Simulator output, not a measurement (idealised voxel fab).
This section sets out a process module, namely voxel wiring stack.
FYI the section here is cut, 240 nm wide, cells are 5 nm squares.
Cross-section, as written here: a square-cell grid given band by band from the top down, where a band holds one or more rows of cells.
In this notation a band is specified by the heights of its top and bottom, in that order and in nm, after which its materials appear from left to right, each paired with its width in nm. The word "full width" attached to a single material means that material fills the band from edge to edge; the word "blank" stands for empty space.
Height reference: 0 = level under which incoming wafer is all one material. Lowest band: no bottom, runs on downward, e.g. "top 0, no bottom".
Graded width ("30 to 40"): value in top row of band = first number; value in bottom row = second number; row-to-row change constant.
Basically "nothing different" means that step didn't change any cell in the cross-section.
"Closed voids list" lists enclosed empty spaces (at least 8 cells, no open path upward to the top), each as width x height at distance from the left edge, in nm.
Note: text after step settings on the step line = simulator remark on that step.
"overlay nm" on a masked step: distance the mask lay right of its planned place, negative for left.
**The planned process steps are enumerated hereunder**
- 1: RECEIVE [material Si]
- 2: CONFORMAL_DEP [material SiO2] [thk nm 10]
- 3: DIRECTIONAL_DEP [material TiN] [thk nm 5]
- 4: DIRECTIONAL_DEP [material Ru] [thk nm 25]
- 5: MASKED_ETCH [tone cover] [mask id METAL_1] [width nm 20] [pitch nm 50] [etch materials Ru] [depth nm 25] [overlay nm 0]
- 6: MASKED_ETCH [tone cover] [mask id METAL_1] [width nm 20] [pitch nm 50] [etch materials TiN] [depth nm 5] [overlay nm 0]
- 7: CONFORMAL_DEP [material SiCN] [thk nm 5]
- 8: FILL_DEP [material lowk] [thk nm 10]
- 9: CMP [height nm 40]
- 10: CONFORMAL_DEP [material SiCN] [thk nm 5]
- 11: DIRECTIONAL_DEP [material lowk] [thk nm 15]
- 12: DIRECTIONAL_DEP [material aC] [thk nm 15]
- 13: PATTERN [tone open] [mask id PLUG_1] [material resist] [width nm 15] [pitch nm 50] [thk nm 30] [overlay nm 0]
- 14: DIRECTIONAL_ETCH [etch materials aC] [depth nm 15]
- 15: STRIP [etch materials resist]
- 16: DIRECTIONAL_ETCH [etch materials lowk] [depth nm 15]
- 17: DIRECTIONAL_ETCH [etch materials SiCN] [depth nm 5]
- 18: STRIP [etch materials aC]
- 19: EPI [material Ru] [thk nm 10]
- 20: EPI [material Ru] [thk nm 10]
- 21: CONFORMAL_DEP [material SiN] [thk nm 5]
- 22: DIRECTIONAL_DEP [material SiO2] [thk nm 25]
- 23: PATTERN [tone open] [mask id METAL_2] [material resist] [width nm 20] [pitch nm 50] [thk nm 15] [overlay nm 0]
- 24: DIRECTIONAL_ETCH [etch materials SiO2] [depth nm 25]
- 25: DIRECTIONAL_ETCH [etch materials SiN] [depth nm 5]
- 26: STRIP [etch materials resist]
- 27: CONFORMAL_DEP [material TiN] [thk nm 5]
- 28: FILL_DEP [material Ru] [thk nm 10]
- 29: CMP [height nm 90]
- 30: CONFORMAL_DEP [material SiCN] [thk nm 5]
- 31: DIRECTIONAL_DEP [material lowk] [thk nm 30]
- 32: MASKED_ETCH [tone open] [mask id METAL_3] [width nm 20] [pitch nm 50] [etch materials lowk] [depth nm 15] [overlay nm 0]
- 33: PATTERN [tone open] [mask id METAL_3_HOLES] [material resist] [width nm 15] [pitch nm 100] [thk nm 20] [overlay nm 0]
- 34: DIRECTIONAL_ETCH [etch materials lowk] [depth nm 15]
- 35: DIRECTIONAL_ETCH [etch materials SiCN] [depth nm 5]
- 36: STRIP [etch materials resist]
- 37: CONFORMAL_DEP [material TiN] [thk nm 5]
- 38: FILL_DEP [material Ru] [thk nm 10]
- 39: CMP [height nm 125]
- 40: CONFORMAL_DEP [material SiCN] [thk nm 5]
- 41: DIRECTIONAL_DEP [material SiO2] [thk nm 30]
- 42: DIRECTIONAL_DEP [material aC] [thk nm 10]
- 43: PATTERN [tone open] [mask id METAL_4] [material resist] [width nm 20] [pitch nm 50] [thk nm 30] [overlay nm 0]
- 44: DIRECTIONAL_ETCH [etch materials aC] [depth nm 10]
- 45: STRIP [etch materials resist]
- 46: DIRECTIONAL_ETCH [etch materials SiO2] [depth nm 15]
- 47: STRIP [etch materials aC]
- 48: MASKED_ETCH [tone open] [mask id METAL_4_HOLES] [width nm 15] [pitch nm 100] [etch materials SiO2] [depth nm 15] [overlay nm 0]
- 49: MASKED_ETCH [tone open] [mask id METAL_4_HOLES] [width nm 15] [pitch nm 100] [etch materials SiCN] [depth nm 5] [overlay nm 0]
- 50: CONFORMAL_DEP [material TiN] [thk nm 5]
- 51: FILL_DEP [material Cu] [thk nm 5]
- 52: CMP [height nm 160]
- 53: CONFORMAL_DEP [material SiCN] [thk nm 5]
**First of the two wafers, run per plan**
**Wafer at receipt (post step 1), cross-section**
- top 0, no bottom: Si full width
- Closed voids list: none
**The wafer in cross-section once step 2 is complete**
- top 10, bottom 0: SiO2 full width
- Beneath the level 0, the cross-section is identical to its previous state.
**The wafer in cross-section once step 3 is complete**
- top 15, bottom 10: TiN full width
- Beneath the level 10, the cross-section is identical to its previous state.
**The wafer in cross-section once step 4 is complete**
- top 40, bottom 15: Ru full width
- Beneath the level 15, the cross-section is identical to its previous state.
**The wafer in cross-section once step 5 is complete**
- top 40, bottom 15: blank 60  Ru 20  blank 30  Ru 20  blank 30  Ru 20  blank 60
- Beneath the level 15, the cross-section is identical to its previous state.
**The wafer in cross-section once step 6 is complete**
- top 40, bottom 15: blank 60  Ru 20  blank 30  Ru 20  blank 30  Ru 20  blank 60
- top 15, bottom 10: blank 60  TiN 20  blank 30  TiN 20  blank 30  TiN 20  blank 60
- Beneath the level 10, the cross-section is identical to its previous state.
**The wafer in cross-section once step 7 is complete**
- top 45, bottom 40: blank 55  SiCN 30  blank 20  SiCN 30  blank 20  SiCN 30  blank 55
- top 40, bottom 15: blank 55  SiCN 5  Ru 20  SiCN 5  blank 20  SiCN 5  Ru 20  SiCN 5  blank 20  SiCN 5  Ru 20  SiCN 5  blank 55
- top 15, bottom 10: SiCN 60  TiN 20  SiCN 30  TiN 20  SiCN 30  TiN 20  SiCN 60
- Beneath the level 10, the cross-section is identical to its previous state.
**The wafer in cross-section once step 8 is complete**
- top 55, bottom 45: lowk full width
- top 45, bottom 40: lowk 55  SiCN 30  lowk 20  SiCN 30  lowk 20  SiCN 30  lowk 55
- top 40, bottom 15: lowk 55  SiCN 5  Ru 20  SiCN 5  lowk 20  SiCN 5  Ru 20  SiCN 5  lowk 20  SiCN 5  Ru 20  SiCN 5  lowk 55
- Beneath the level 15, the cross-section is identical to its previous state.
**The wafer in cross-section once step 9 is complete**
- top 40, bottom 15: lowk 55  SiCN 5  Ru 20  SiCN 5  lowk 20  SiCN 5  Ru 20  SiCN 5  lowk 20  SiCN 5  Ru 20  SiCN 5  lowk 55
- Beneath the level 15, the cross-section is identical to its previous state.
**The wafer in cross-section once step 10 is complete**
- top 45, bottom 40: SiCN full width
- Beneath the level 40, the cross-section is identical to its previous state.
**The wafer in cross-section once step 11 is complete**
- top 60, bottom 45: lowk full width
- Beneath the level 45, the cross-section is identical to its previous state.
**The wafer in cross-section once step 12 is complete**
- top 75, bottom 60: aC full width
- Beneath the level 60, the cross-section is identical to its previous state.
**The wafer in cross-section once step 13 is complete**
- top 105, bottom 75: resist 60  blank 15  resist 35  blank 15  resist 35  blank 15  resist 65
- Beneath the level 75, the cross-section is identical to its previous state.
**The wafer in cross-section once step 14 is complete**
- top 90, bottom 75: resist 60  blank 15  resist 35  blank 15  resist 35  blank 15  resist 65
- top 75, bottom 60: aC 60  blank 15  aC 35  blank 15  aC 35  blank 15  aC 65
- Beneath the level 60, the cross-section is identical to its previous state.
**The wafer in cross-section once step 15 is complete**
- top 75, bottom 60: aC 60  blank 15  aC 35  blank 15  aC 35  blank 15  aC 65
- Beneath the level 60, the cross-section is identical to its previous state.
**The wafer in cross-section once step 16 is complete**
- top 75, bottom 60: aC 60  blank 15  aC 35  blank 15  aC 35  blank 15  aC 65
- top 60, bottom 45: lowk 60  blank 15  lowk 35  blank 15  lowk 35  blank 15  lowk 65
- Beneath the level 45, the cross-section is identical to its previous state.
**The wafer in cross-section once step 17 is complete**
- top 75, bottom 60: aC 60  blank 15  aC 35  blank 15  aC 35  blank 15  aC 65
- top 60, bottom 45: lowk 60  blank 15  lowk 35  blank 15  lowk 35  blank 15  lowk 65
- top 45, bottom 40: SiCN 60  blank 15  SiCN 35  blank 15  SiCN 35  blank 15  SiCN 65
- Beneath the level 40, the cross-section is identical to its previous state.
**The wafer in cross-section once step 18 is complete**
- top 60, bottom 45: lowk 60  blank 15  lowk 35  blank 15  lowk 35  blank 15  lowk 65
- Beneath the level 45, the cross-section is identical to its previous state.
**The wafer in cross-section once step 19 is complete**
- top 60, bottom 50: lowk 60  blank 15  lowk 35  blank 15  lowk 35  blank 15  lowk 65
- top 50, bottom 45: lowk 60  Ru 15  lowk 35  Ru 15  lowk 35  Ru 15  lowk 65
- top 45, bottom 40: SiCN 60  Ru 15  SiCN 35  Ru 15  SiCN 35  Ru 15  SiCN 65
- Beneath the level 40, the cross-section is identical to its previous state.
**The wafer in cross-section once step 20 is complete**
- top 60, bottom 45: lowk 60  Ru 15  lowk 35  Ru 15  lowk 35  Ru 15  lowk 65
- Beneath the level 45, the cross-section is identical to its previous state.
**The wafer in cross-section once step 21 is complete**
- top 65, bottom 60: SiN full width
- Beneath the level 60, the cross-section is identical to its previous state.
**The wafer in cross-section once step 22 is complete**
- top 90, bottom 65: SiO2 full width
- Beneath the level 65, the cross-section is identical to its previous state.
**The wafer in cross-section once step 23 is complete**
- top 105, bottom 90: resist 60  blank 20  resist 30  blank 20  resist 30  blank 20  resist 60
- Beneath the level 90, the cross-section is identical to its previous state.
**The wafer in cross-section once step 24 is complete**
- top 105, bottom 90: resist 60  blank 20  resist 30  blank 20  resist 30  blank 20  resist 60
- top 90, bottom 65: SiO2 60  blank 20  SiO2 30  blank 20  SiO2 30  blank 20  SiO2 60
- Beneath the level 65, the cross-section is identical to its previous state.
**The wafer in cross-section once step 25 is complete**
- top 105, bottom 90: resist 60  blank 20  resist 30  blank 20  resist 30  blank 20  resist 60
- top 90, bottom 65: SiO2 60  blank 20  SiO2 30  blank 20  SiO2 30  blank 20  SiO2 60
- top 65, bottom 60: SiN 60  blank 20  SiN 30  blank 20  SiN 30  blank 20  SiN 60
- Beneath the level 60, the cross-section is identical to its previous state.
**The wafer in cross-section once step 26 is complete**
- top 90, bottom 65: SiO2 60  blank 20  SiO2 30  blank 20  SiO2 30  blank 20  SiO2 60
- Beneath the level 65, the cross-section is identical to its previous state.
**The wafer in cross-section once step 27 is complete**
- top 95, bottom 90: TiN 65  blank 10  TiN 40  blank 10  TiN 40  blank 10  TiN 65
- top 90, bottom 65: SiO2 60  TiN 5  blank 10  TiN 5  SiO2 30  TiN 5  blank 10  TiN 5  SiO2 30  TiN 5  blank 10  TiN 5  SiO2 60
- top 65, bottom 60: SiN 60  TiN 20  SiN 30  TiN 20  SiN 30  TiN 20  SiN 60
- Beneath the level 60, the cross-section is identical to its previous state.
**The wafer in cross-section once step 28 is complete**
- top 105, bottom 95: Ru full width
- top 95, bottom 90: TiN 65  Ru 10  TiN 40  Ru 10  TiN 40  Ru 10  TiN 65
- top 90, bottom 65: SiO2 60  TiN 5  Ru 10  TiN 5  SiO2 30  TiN 5  Ru 10  TiN 5  SiO2 30  TiN 5  Ru 10  TiN 5  SiO2 60
- Beneath the level 65, the cross-section is identical to its previous state.
**The wafer in cross-section once step 29 is complete**
- top 90, bottom 65: SiO2 60  TiN 5  Ru 10  TiN 5  SiO2 30  TiN 5  Ru 10  TiN 5  SiO2 30  TiN 5  Ru 10  TiN 5  SiO2 60
- Beneath the level 65, the cross-section is identical to its previous state.
**The wafer in cross-section once step 30 is complete**
- top 95, bottom 90: SiCN full width
- Beneath the level 90, the cross-section is identical to its previous state.
**The wafer in cross-section once step 31 is complete**
- top 125, bottom 95: lowk full width
- Beneath the level 95, the cross-section is identical to its previous state.
**The wafer in cross-section once step 32 is complete**
- top 125, bottom 110: lowk 60  blank 20  lowk 30  blank 20  lowk 30  blank 20  lowk 60
- Beneath the level 110, the cross-section is identical to its previous state.
**The wafer in cross-section once step 33 is complete**
- top 145, bottom 125: resist 60  blank 15  resist 85  blank 15  resist 65
- top 125, bottom 110: lowk 60  blank 15  resist 5  lowk 30  resist 20  lowk 30  blank 15  resist 5  lowk 60
- Beneath the level 110, the cross-section is identical to its previous state.
**The wafer in cross-section once step 34 is complete**
- top 145, bottom 125: resist 60  blank 15  resist 85  blank 15  resist 65
- top 125, bottom 110: lowk 60  blank 15  resist 5  lowk 30  resist 20  lowk 30  blank 15  resist 5  lowk 60
- top 110, bottom 95: lowk 60  blank 15  lowk 85  blank 15  lowk 65
- Beneath the level 95, the cross-section is identical to its previous state.
**The wafer in cross-section once step 35 is complete**
- top 145, bottom 125: resist 60  blank 15  resist 85  blank 15  resist 65
- top 125, bottom 110: lowk 60  blank 15  resist 5  lowk 30  resist 20  lowk 30  blank 15  resist 5  lowk 60
- top 110, bottom 95: lowk 60  blank 15  lowk 85  blank 15  lowk 65
- top 95, bottom 90: SiCN 60  blank 15  SiCN 85  blank 15  SiCN 65
- Beneath the level 90, the cross-section is identical to its previous state.
**The wafer in cross-section once step 36 is complete**
- top 125, bottom 110: lowk 60  blank 20  lowk 30  blank 20  lowk 30  blank 20  lowk 60
- Beneath the level 110, the cross-section is identical to its previous state.
**The wafer in cross-section once step 37 is complete**
- top 130, bottom 125: TiN 65  blank 10  TiN 40  blank 10  TiN 40  blank 10  TiN 65
- top 125, bottom 115: lowk 60  TiN 5  blank 10  TiN 5  lowk 30  TiN 5  blank 10  TiN 5  lowk 30  TiN 5  blank 10  TiN 5  lowk 60
- top 115, bottom 110: lowk 60  TiN 5  blank 5  TiN 10  lowk 30  TiN 20  lowk 30  TiN 5  blank 5  TiN 10  lowk 60
- top 110, bottom 95: lowk 60  TiN 5  blank 5  TiN 5  lowk 85  TiN 5  blank 5  TiN 5  lowk 65
- top 95, bottom 90: SiCN 60  TiN 15  SiCN 85  TiN 15  SiCN 65
- Beneath the level 90, the cross-section is identical to its previous state.
**The wafer in cross-section once step 38 is complete**
- top 140, bottom 130: Ru full width
- top 130, bottom 125: TiN 65  Ru 10  TiN 40  Ru 10  TiN 40  Ru 10  TiN 65
- top 125, bottom 115: lowk 60  TiN 5  Ru 10  TiN 5  lowk 30  TiN 5  Ru 10  TiN 5  lowk 30  TiN 5  Ru 10  TiN 5  lowk 60
- top 115, bottom 110: lowk 60  TiN 5  Ru 5  TiN 10  lowk 30  TiN 20  lowk 30  TiN 5  Ru 5  TiN 10  lowk 60
- top 110, bottom 95: lowk 60  TiN 5  Ru 5  TiN 5  lowk 85  TiN 5  Ru 5  TiN 5  lowk 65
- Beneath the level 95, the cross-section is identical to its previous state.
**The wafer in cross-section once step 39 is complete**
- top 125, bottom 115: lowk 60  TiN 5  Ru 10  TiN 5  lowk 30  TiN 5  Ru 10  TiN 5  lowk 30  TiN 5  Ru 10  TiN 5  lowk 60
- Beneath the level 115, the cross-section is identical to its previous state.
**The wafer in cross-section once step 40 is complete**
- top 130, bottom 125: SiCN full width
- Beneath the level 125, the cross-section is identical to its previous state.
**The wafer in cross-section once step 41 is complete**
- top 160, bottom 130: SiO2 full width
- Beneath the level 130, the cross-section is identical to its previous state.
**The wafer in cross-section once step 42 is complete**
- top 170, bottom 160: aC full width
- Beneath the level 160, the cross-section is identical to its previous state.
**The wafer in cross-section once step 43 is complete**
- top 200, bottom 170: resist 60  blank 20  resist 30  blank 20  resist 30  blank 20  resist 60
- Beneath the level 170, the cross-section is identical to its previous state.
**The wafer in cross-section once step 44 is complete**
- top 190, bottom 170: resist 60  blank 20  resist 30  blank 20  resist 30  blank 20  resist 60
- top 170, bottom 160: aC 60  blank 20  aC 30  blank 20  aC 30  blank 20  aC 60
- Beneath the level 160, the cross-section is identical to its previous state.
**The wafer in cross-section once step 45 is complete**
- top 170, bottom 160: aC 60  blank 20  aC 30  blank 20  aC 30  blank 20  aC 60
- Beneath the level 160, the cross-section is identical to its previous state.
**The wafer in cross-section once step 46 is complete**
- top 170, bottom 160: aC 60  blank 20  aC 30  blank 20  aC 30  blank 20  aC 60
- top 160, bottom 145: SiO2 60  blank 20  SiO2 30  blank 20  SiO2 30  blank 20  SiO2 60
- Beneath the level 145, the cross-section is identical to its previous state.
**The wafer in cross-section once step 47 is complete**
- top 160, bottom 145: SiO2 60  blank 20  SiO2 30  blank 20  SiO2 30  blank 20  SiO2 60
- Beneath the level 145, the cross-section is identical to its previous state.
**The wafer in cross-section once step 48 is complete**
- top 160, bottom 145: SiO2 60  blank 20  SiO2 30  blank 20  SiO2 30  blank 20  SiO2 60
- top 145, bottom 130: SiO2 60  blank 15  SiO2 85  blank 15  SiO2 65
- Beneath the level 130, the cross-section is identical to its previous state.
**The wafer in cross-section once step 49 is complete**
- top 160, bottom 145: SiO2 60  blank 20  SiO2 30  blank 20  SiO2 30  blank 20  SiO2 60
- top 145, bottom 130: SiO2 60  blank 15  SiO2 85  blank 15  SiO2 65
- top 130, bottom 125: SiCN 60  blank 15  SiCN 85  blank 15  SiCN 65
- Beneath the level 125, the cross-section is identical to its previous state.
**The wafer in cross-section once step 50 is complete**
- top 165, bottom 160: TiN 65  blank 10  TiN 40  blank 10  TiN 40  blank 10  TiN 65
- top 160, bottom 150: SiO2 60  TiN 5  blank 10  TiN 5  SiO2 30  TiN 5  blank 10  TiN 5  SiO2 30  TiN 5  blank 10  TiN 5  SiO2 60
- top 150, bottom 145: SiO2 60  TiN 5  blank 5  TiN 10  SiO2 30  TiN 20  SiO2 30  TiN 5  blank 5  TiN 10  SiO2 60
- top 145, bottom 130: SiO2 60  TiN 5  blank 5  TiN 5  SiO2 85  TiN 5  blank 5  TiN 5  SiO2 65
- top 130, bottom 125: SiCN 60  TiN 15  SiCN 85  TiN 15  SiCN 65
- Beneath the level 125, the cross-section is identical to its previous state.
**The wafer in cross-section once step 51 is complete**
- top 170, bottom 165: Cu full width
- top 165, bottom 160: TiN 65  Cu 10  TiN 40  Cu 10  TiN 40  Cu 10  TiN 65
- top 160, bottom 150: SiO2 60  TiN 5  Cu 10  TiN 5  SiO2 30  TiN 5  Cu 10  TiN 5  SiO2 30  TiN 5  Cu 10  TiN 5  SiO2 60
- top 150, bottom 145: SiO2 60  TiN 5  Cu 5  TiN 10  SiO2 30  TiN 20  SiO2 30  TiN 5  Cu 5  TiN 10  SiO2 60
- top 145, bottom 130: SiO2 60  TiN 5  Cu 5  TiN 5  SiO2 85  TiN 5  Cu 5  TiN 5  SiO2 65
- Beneath the level 130, the cross-section is identical to its previous state.
**The wafer in cross-section once step 52 is complete**
- top 160, bottom 150: SiO2 60  TiN 5  Cu 10  TiN 5  SiO2 30  TiN 5  Cu 10  TiN 5  SiO2 30  TiN 5  Cu 10  TiN 5  SiO2 60
- Beneath the level 150, the cross-section is identical to its previous state.
**The wafer in cross-section once step 53 is complete**
- top 165, bottom 160: SiCN full width
- Beneath the level 160, the cross-section is identical to its previous state.
**The second wafer began exactly as the first did and followed the same plan, but one mistake was made while running it; through step 20 inclusive, the two wafers are identical**
**when step 21 should have ended**
- top 65, bottom 60: aC full width
- Beneath the level 60, the cross-section is identical to its previous state.
**when step 22 should have ended**
- top 90, bottom 65: SiO2 full width
- Beneath the level 65, the cross-section is identical to its previous state.
**when step 23 should have ended**
- top 105, bottom 90: resist 60  blank 20  resist 30  blank 20  resist 30  blank 20  resist 60
- Beneath the level 90, the cross-section is identical to its previous state.
**when step 24 should have ended**
- top 105, bottom 90: resist 60  blank 20  resist 30  blank 20  resist 30  blank 20  resist 60
- top 90, bottom 65: SiO2 60  blank 20  SiO2 30  blank 20  SiO2 30  blank 20  SiO2 60
- Beneath the level 65, the cross-section is identical to its previous state.
when step 25 should have ended: nothing different
**when step 26 should have ended**
- top 90, bottom 65: SiO2 60  blank 20  SiO2 30  blank 20  SiO2 30  blank 20  SiO2 60
- Beneath the level 65, the cross-section is identical to its previous state.
**when step 27 should have ended**
- top 95, bottom 90: TiN 65  blank 10  TiN 40  blank 10  TiN 40  blank 10  TiN 65
- top 90, bottom 70: SiO2 60  TiN 5  blank 10  TiN 5  SiO2 30  TiN 5  blank 10  TiN 5  SiO2 30  TiN 5  blank 10  TiN 5  SiO2 60
- top 70, bottom 65: SiO2 60  TiN 20  SiO2 30  TiN 20  SiO2 30  TiN 20  SiO2 60
- Beneath the level 65, the cross-section is identical to its previous state.
**when step 28 should have ended**
- top 105, bottom 95: Ru full width
- top 95, bottom 90: TiN 65  Ru 10  TiN 40  Ru 10  TiN 40  Ru 10  TiN 65
- top 90, bottom 70: SiO2 60  TiN 5  Ru 10  TiN 5  SiO2 30  TiN 5  Ru 10  TiN 5  SiO2 30  TiN 5  Ru 10  TiN 5  SiO2 60
- Beneath the level 70, the cross-section is identical to its previous state.
**when step 29 should have ended**
- top 90, bottom 70: SiO2 60  TiN 5  Ru 10  TiN 5  SiO2 30  TiN 5  Ru 10  TiN 5  SiO2 30  TiN 5  Ru 10  TiN 5  SiO2 60
- Beneath the level 70, the cross-section is identical to its previous state.
**when step 30 should have ended**
- top 95, bottom 90: SiCN full width
- Beneath the level 90, the cross-section is identical to its previous state.
**when step 31 should have ended**
- top 125, bottom 95: lowk full width
- Beneath the level 95, the cross-section is identical to its previous state.
**when step 32 should have ended**
- top 125, bottom 110: lowk 60  blank 20  lowk 30  blank 20  lowk 30  blank 20  lowk 60
- Beneath the level 110, the cross-section is identical to its previous state.
**when step 33 should have ended**
- top 145, bottom 125: resist 60  blank 15  resist 85  blank 15  resist 65
- top 125, bottom 110: lowk 60  blank 15  resist 5  lowk 30  resist 20  lowk 30  blank 15  resist 5  lowk 60
- Beneath the level 110, the cross-section is identical to its previous state.
**when step 34 should have ended**
- top 145, bottom 125: resist 60  blank 15  resist 85  blank 15  resist 65
- top 125, bottom 110: lowk 60  blank 15  resist 5  lowk 30  resist 20  lowk 30  blank 15  resist 5  lowk 60
- top 110, bottom 95: lowk 60  blank 15  lowk 85  blank 15  lowk 65
- Beneath the level 95, the cross-section is identical to its previous state.
**when step 35 should have ended**
- top 145, bottom 125: resist 60  blank 15  resist 85  blank 15  resist 65
- top 125, bottom 110: lowk 60  blank 15  resist 5  lowk 30  resist 20  lowk 30  blank 15  resist 5  lowk 60
- top 110, bottom 95: lowk 60  blank 15  lowk 85  blank 15  lowk 65
- top 95, bottom 90: SiCN 60  blank 15  SiCN 85  blank 15  SiCN 65
- Beneath the level 90, the cross-section is identical to its previous state.
**when step 36 should have ended**
- top 125, bottom 110: lowk 60  blank 20  lowk 30  blank 20  lowk 30  blank 20  lowk 60
- Beneath the level 110, the cross-section is identical to its previous state.
**when step 37 should have ended**
- top 130, bottom 125: TiN 65  blank 10  TiN 40  blank 10  TiN 40  blank 10  TiN 65
- top 125, bottom 115: lowk 60  TiN 5  blank 10  TiN 5  lowk 30  TiN 5  blank 10  TiN 5  lowk 30  TiN 5  blank 10  TiN 5  lowk 60
- top 115, bottom 110: lowk 60  TiN 5  blank 5  TiN 10  lowk 30  TiN 20  lowk 30  TiN 5  blank 5  TiN 10  lowk 60
- top 110, bottom 95: lowk 60  TiN 5  blank 5  TiN 5  lowk 85  TiN 5  blank 5  TiN 5  lowk 65
- top 95, bottom 90: SiCN 60  TiN 15  SiCN 85  TiN 15  SiCN 65
- Beneath the level 90, the cross-section is identical to its previous state.
**when step 38 should have ended**
- top 140, bottom 130: Ru full width
- top 130, bottom 125: TiN 65  Ru 10  TiN 40  Ru 10  TiN 40  Ru 10  TiN 65
- top 125, bottom 115: lowk 60  TiN 5  Ru 10  TiN 5  lowk 30  TiN 5  Ru 10  TiN 5  lowk 30  TiN 5  Ru 10  TiN 5  lowk 60
- top 115, bottom 110: lowk 60  TiN 5  Ru 5  TiN 10  lowk 30  TiN 20  lowk 30  TiN 5  Ru 5  TiN 10  lowk 60
- top 110, bottom 95: lowk 60  TiN 5  Ru 5  TiN 5  lowk 85  TiN 5  Ru 5  TiN 5  lowk 65
- Beneath the level 95, the cross-section is identical to its previous state.
**when step 39 should have ended**
- top 125, bottom 115: lowk 60  TiN 5  Ru 10  TiN 5  lowk 30  TiN 5  Ru 10  TiN 5  lowk 30  TiN 5  Ru 10  TiN 5  lowk 60
- Beneath the level 115, the cross-section is identical to its previous state.
**when step 40 should have ended**
- top 130, bottom 125: SiCN full width
- Beneath the level 125, the cross-section is identical to its previous state.
**when step 41 should have ended**
- top 160, bottom 130: SiO2 full width
- Beneath the level 130, the cross-section is identical to its previous state.
**when step 42 should have ended**
- top 170, bottom 160: aC full width
- Beneath the level 160, the cross-section is identical to its previous state.
**when step 43 should have ended**
- top 200, bottom 170: resist 60  blank 20  resist 30  blank 20  resist 30  blank 20  resist 60
- Beneath the level 170, the cross-section is identical to its previous state.
**when step 44 should have ended**
- top 190, bottom 170: resist 60  blank 20  resist 30  blank 20  resist 30  blank 20  resist 60
- top 170, bottom 160: aC 60  blank 20  aC 30  blank 20  aC 30  blank 20  aC 60
- Beneath the level 160, the cross-section is identical to its previous state.
**when step 45 should have ended**
- top 170, bottom 160: aC 60  blank 20  aC 30  blank 20  aC 30  blank 20  aC 60
- Beneath the level 160, the cross-section is identical to its previous state.
**when step 46 should have ended**
- top 170, bottom 160: aC 60  blank 20  aC 30  blank 20  aC 30  blank 20  aC 60
- top 160, bottom 145: SiO2 60  blank 20  SiO2 30  blank 20  SiO2 30  blank 20  SiO2 60
- Beneath the level 145, the cross-section is identical to its previous state.
**when step 47 should have ended**
- top 160, bottom 145: SiO2 60  blank 20  SiO2 30  blank 20  SiO2 30  blank 20  SiO2 60
- Beneath the level 145, the cross-section is identical to its previous state.
**when step 48 should have ended**
- top 160, bottom 145: SiO2 60  blank 20  SiO2 30  blank 20  SiO2 30  blank 20  SiO2 60
- top 145, bottom 130: SiO2 60  blank 15  SiO2 85  blank 15  SiO2 65
- Beneath the level 130, the cross-section is identical to its previous state.
**when step 49 should have ended**
- top 160, bottom 145: SiO2 60  blank 20  SiO2 30  blank 20  SiO2 30  blank 20  SiO2 60
- top 145, bottom 130: SiO2 60  blank 15  SiO2 85  blank 15  SiO2 65
- top 130, bottom 125: SiCN 60  blank 15  SiCN 85  blank 15  SiCN 65
- Beneath the level 125, the cross-section is identical to its previous state.
**when step 50 should have ended**
- top 165, bottom 160: TiN 65  blank 10  TiN 40  blank 10  TiN 40  blank 10  TiN 65
- top 160, bottom 150: SiO2 60  TiN 5  blank 10  TiN 5  SiO2 30  TiN 5  blank 10  TiN 5  SiO2 30  TiN 5  blank 10  TiN 5  SiO2 60
- top 150, bottom 145: SiO2 60  TiN 5  blank 5  TiN 10  SiO2 30  TiN 20  SiO2 30  TiN 5  blank 5  TiN 10  SiO2 60
- top 145, bottom 130: SiO2 60  TiN 5  blank 5  TiN 5  SiO2 85  TiN 5  blank 5  TiN 5  SiO2 65
- top 130, bottom 125: SiCN 60  TiN 15  SiCN 85  TiN 15  SiCN 65
- Beneath the level 125, the cross-section is identical to its previous state.
**when step 51 should have ended**
- top 170, bottom 165: Cu full width
- top 165, bottom 160: TiN 65  Cu 10  TiN 40  Cu 10  TiN 40  Cu 10  TiN 65
- top 160, bottom 150: SiO2 60  TiN 5  Cu 10  TiN 5  SiO2 30  TiN 5  Cu 10  TiN 5  SiO2 30  TiN 5  Cu 10  TiN 5  SiO2 60
- top 150, bottom 145: SiO2 60  TiN 5  Cu 5  TiN 10  SiO2 30  TiN 20  SiO2 30  TiN 5  Cu 5  TiN 10  SiO2 60
- top 145, bottom 130: SiO2 60  TiN 5  Cu 5  TiN 5  SiO2 85  TiN 5  Cu 5  TiN 5  SiO2 65
- Beneath the level 130, the cross-section is identical to its previous state.
**when step 52 should have ended**
- top 160, bottom 150: SiO2 60  TiN 5  Cu 10  TiN 5  SiO2 30  TiN 5  Cu 10  TiN 5  SiO2 30  TiN 5  Cu 10  TiN 5  SiO2 60
- Beneath the level 150, the cross-section is identical to its previous state.
**when step 53 should have ended**
- top 165, bottom 160: SiCN full width
- Beneath the level 160, the cross-section is identical to its previous state.
Deviation from plan: step 21 was run on a setting that differed from the plan, and what really ran there is CONFORMAL_DEP [material aC] [thk nm 5]
Upon completion, the second wafer contains, in terms of cells, a greater or smaller amount of certain materials than the first wafer: Ru: 6 fewer, SiN: 36 fewer, TiN: 6 fewer, aC: 48 more
